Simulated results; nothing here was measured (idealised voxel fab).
process module | voxel plated lines
cross-section cut | 260 nm wide | cells 5 nm
A cross-section is a grid of square cells, given in bands from the top down. A band is one or more rows of cells.
Each band's line starts with the height of the band's top and of its bottom, in nm. Then come its materials from left to right, each with its width in nm. One material with "throughout" fills the band from edge to edge. "air" is empty space.
Height 0 is the level under which the wafer as received is all one material. The lowest band goes on downwards, as in "0 down".
A width such as "30 to 40" changes by the same amount from each row of cells to the next, from the band's top row to its bottom row.
"no change" after a step means that no cell of the cross-section changed.
closed voids: empty space of 8 cells or more with no open way to the top, each as width x height at its distance from the left edge, in nm
after a step's settings: what the simulator itself notes on the step
overlay nm, on a step with a mask: how far to the right of its planned place the mask lay; to the left if negative
plan
1 op RECEIVE | material Si
2 op CONFORMAL_DEP | material SiN | thk nm 15
3 op DIRECTIONAL_DEP | material TiN | thk nm 5
4 op PATTERN | tone open | mask id LINES | material resist | width nm 15 | pitch nm 30 | thk nm 15 | overlay nm 0
5 op EPI | material Ru | thk nm 10
6 op STRIP | etch materials resist
7 op DIRECTIONAL_ETCH | etch materials TiN | depth nm 5
8 op CONFORMAL_DEP | material SiCN | thk nm 10
as received, after step 1
  0 down: Si throughout
  closed voids: none
first wafer at the end, as planned
  40 to 30: air 80 | SiCN 95 | air 85
  30 to 25: air 80 | SiCN 10 | Ru 15 | SiCN 15 | Ru 15 | SiCN 15 | Ru 15 | SiCN 10 | air 85
  25 to 20: SiCN 90 | Ru 15 | SiCN 15 | Ru 15 | SiCN 15 | Ru 15 | SiCN 95
  20 to 15: SiCN 90 | TiN 15 | SiCN 15 | TiN 15 | SiCN 15 | TiN 15 | SiCN 95
  15 to 0: SiN throughout
  0 down: Si throughout
  closed voids: none
second wafer at the end: like start, like plan, one mistake
  35 to 30: air 80 | SiCN 95 | air 85
  30 to 25: SiCN throughout
  25 to 20: SiCN 90 | Ru 15 | SiCN 15 | Ru 15 | SiCN 15 | Ru 15 | SiCN 95
  20 to 15: TiN throughout
  15 to 0: SiN throughout
  0 down: Si throughout
  closed voids: none
what went wrong: step 7 ran as: op DIRECTIONAL_ETCH | etch materials Ru | depth nm 5
at the end the second wafer has, in cells: 9 fewer of Ru | 20 fewer of SiCN | 43 more of TiN
